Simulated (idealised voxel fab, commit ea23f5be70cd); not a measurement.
Process module name: voxel released beams
Cross-sectional view cut (width: 240 nm; square cell size: 5 nm).
In what follows, cross-sections appear as grids of square cells, described through bands that run from the top down, where every band is one or more rows of cells. Each band's line starts with the height of the band's top and of its bottom, in nm. Then come its materials from left to right, each with its width in nm. One material with "full width" fills the band from edge to edge. "empty" is empty space. All heights in this document are referenced to 0, defined as the level beneath which the wafer, as received, consists entirely of one material. The lowest band is not bounded below; it extends indefinitely downward and is written in the form "0 and below". Quick explanation for "30->40": the width changes in equal steps down the rows of cells, from the first number in the band's top row to the second number in its bottom row. Step marked "remains unaltered"? Then no cell in the cross-section changed in it. "Closed void register" - sealed voids, min. 8 cells, no opening to top; format: width x height at distance (distance from left edge; nm throughout). Formally, on a step line, whatever follows the settings is a remark that the simulator itself makes on the step. You can add "overlay nm" to a step's line. For a step with a mask, it describes how far the mask lay to the right of its planned position, and a negative number describes a lay to the left.
Here's what the planned process steps look like
- 1: RECEIVE, material Si
- 2: CONFORMAL_DEP, material SiN, thk nm 10
- 3: DIRECTIONAL_DEP, material SiO2, thk nm 10
- 4: PATTERN, tone open, mask id ANCHOR, material resist, width nm 45, thk nm 20, overlay nm 0
- 5: DIRECTIONAL_ETCH, etch materials SiO2, depth nm 10
- 6: STRIP, etch materials resist
- 7: CONFORMAL_DEP, material W, thk nm 15
- 8: MASKED_ETCH, tone cover, mask id BEAM, width nm 105, etch materials W, depth nm 15, overlay nm 0
- 9: STRIP, etch materials SiO2
As-received wafer cross-section (after step 1)
> 0 and below  Si full width
> Closed void register: none
First wafer of two, sectioned at end of module; run went per plan
> 35 down to 25  empty 65 | W 20 | empty 15 | W 70 | empty 70
> 25 down to 20  empty 65 | W 105 | empty 70
> 20 down to 10  empty 70 | W 45 | empty 125
> 10 down to 0  SiN full width
> 0 and below  Si full width
> Closed void register: none
Cross-sectional view: second of two wafers, end of module; start and plan identical to the first, one mistake in running
> 25 down to 15  empty 65 | W 20 | empty 15 | W 70 | empty 70
> 15 down to 10  empty 65 | W 105 | empty 70
> 10 down to 0  empty 70 | W 45 | empty 125
> 0 and below  Si full width
> Closed void register: none
Nonconformance to the process plan: step 2 of the plan: omitted, not performed
Final difference in cells, second wafer against first, listed per material as more or fewer: SiN -96
